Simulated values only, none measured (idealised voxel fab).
The process module that follows is named voxel wiring stack.
Shown is cross-section cut, with a width of 225 nm and square cells of size 5 nm.
Notation: cross-section as square-cell grid; stated in bands, top first, going down; one or more cell rows per band. In this notation a band is specified by the heights of its top and bottom, in that order and in nm, after which its materials appear from left to right, each paired with its width in nm. The word "everywhere" attached to a single material means that material fills the band from edge to edge; the word "blank" stands for empty space. Counting heights begins at 0, where everything beneath is, in the wafer as received, one material. The lowest band has no bottom; it goes on downwards, as "from 0 down" shows. Width "30->40": first value at the band's top row of cells, second value at its bottom row, equal change from row to row. Where a step carries "no change occurred", the cross-section came out of it unchanged, cell for cell. For the entry "Unvented cavities", the listed items are empty spaces with no open way to the top whose size is 8 cells or more; each item follows the pattern width x height at distance, where distance is from the left edge and all three are in nm. Where a step's line continues beyond its settings, the continuation is a remark by the simulator itself on that step. overlay nm, on a step with a mask: how far to the right of its planned place the mask lay; to the left if negative.

## Steps in the process plan
| 1 | op RECEIVE | material Si |
| 2 | op CONFORMAL_DEP | material SiO2 | thk nm 10 |
| 3 | op CONFORMAL_DEP | material SiCN | thk nm 5 |
| 4 | op DIRECTIONAL_DEP | material SiO2 | thk nm 15 |
| 5 | op DIRECTIONAL_DEP | material aC | thk nm 15 |
| 6 | op PATTERN | tone open | mask id METAL_1 | material resist | width nm 25 | pitch nm 50 | thk nm 30 | overlay nm 0 |
| 7 | op DIRECTIONAL_ETCH | etch materials aC | depth nm 15 |
| 8 | op STRIP | etch materials resist |
| 9 | op DIRECTIONAL_ETCH | etch materials SiO2 | depth nm 15 |
| 10 | op DIRECTIONAL_ETCH | etch materials SiCN | depth nm 5 |
| 11 | op STRIP | etch materials aC |
| 12 | op CONFORMAL_DEP | material TiN | thk nm 5 |
| 13 | op FILL_DEP | material Cu | thk nm 10 |
| 14 | op CMP | height nm 30 |
| 15 | op CONFORMAL_DEP | material SiCN | thk nm 5 |
| 16 | op DIRECTIONAL_DEP | material lowk | thk nm 15 |
| 17 | op MASKED_ETCH | tone open | mask id PLUG_1 | width nm 15 | pitch nm 50 | etch materials lowk | depth nm 15 | overlay nm 0 |
| 18 | op MASKED_ETCH | tone open | mask id PLUG_1 | width nm 15 | pitch nm 50 | etch materials SiCN | depth nm 5 | overlay nm 0 |
| 19 | op CONFORMAL_DEP | material TiN | thk nm 5 |
| 20 | op FILL_DEP | material Ru | thk nm 10 |
| 21 | op CMP | height nm 50 |
| 22 | op DIRECTIONAL_DEP | material TiN | thk nm 5 |
| 23 | op DIRECTIONAL_DEP | material W | thk nm 15 |
| 24 | op PATTERN | tone cover | mask id METAL_2 | material resist | width nm 25 | pitch nm 50 | thk nm 20 | overlay nm 0 |
| 25 | op DIRECTIONAL_ETCH | etch materials W | depth nm 15 |
| 26 | op DIRECTIONAL_ETCH | etch materials TiN | depth nm 5 |
| 27 | op STRIP | etch materials resist |
| 28 | op CONFORMAL_DEP | material SiN | thk nm 5 |
| 29 | op FILL_DEP | material lowk | thk nm 5 |
| 30 | op CMP | height nm 70 |
| 31 | op CONFORMAL_DEP | material SiCN | thk nm 5 |

## As received (post step 1): cross-section
  from 0 down  Si everywhere
  Unvented cavities: none

## Starting structure and process plan are as shown above, but one mistake was made in running the module; the wafer cross-section at the end of the module follows
  from 75 to 70  SiCN everywhere
  from 70 to 55  70 nm lowk, then 5 nm SiN, then 25 nm W, then 5 nm SiN, then 15 nm lowk, then 5 nm SiN, then 25 nm W, then 5 nm SiN, then 70 nm lowk
  from 55 to 50  75 nm SiN, then 25 nm TiN, then 25 nm SiN, then 25 nm TiN, then 75 nm SiN
  from 50 to 40  Ru everywhere
  from 40 to 35  80 nm TiN, then 5 nm Ru, then 45 nm TiN, then 5 nm Ru, then 90 nm TiN
  from 35 to 30  75 nm SiCN, then 15 nm TiN, then 35 nm SiCN, then 15 nm TiN, then 85 nm SiCN
  from 30 to 15  75 nm SiO2, then 5 nm TiN, then 15 nm Cu, then 5 nm TiN, then 25 nm SiO2, then 5 nm TiN, then 15 nm Cu, then 5 nm TiN, then 75 nm SiO2
  from 15 to 10  75 nm SiCN, then 25 nm TiN, then 25 nm SiCN, then 25 nm TiN, then 75 nm SiCN
  from 10 to 0  SiO2 everywhere
  from 0 down  Si everywhere
  Unvented cavities: none
Which mistake was made when the wafer was run? step 16 from the plan never happened, it was just skipped
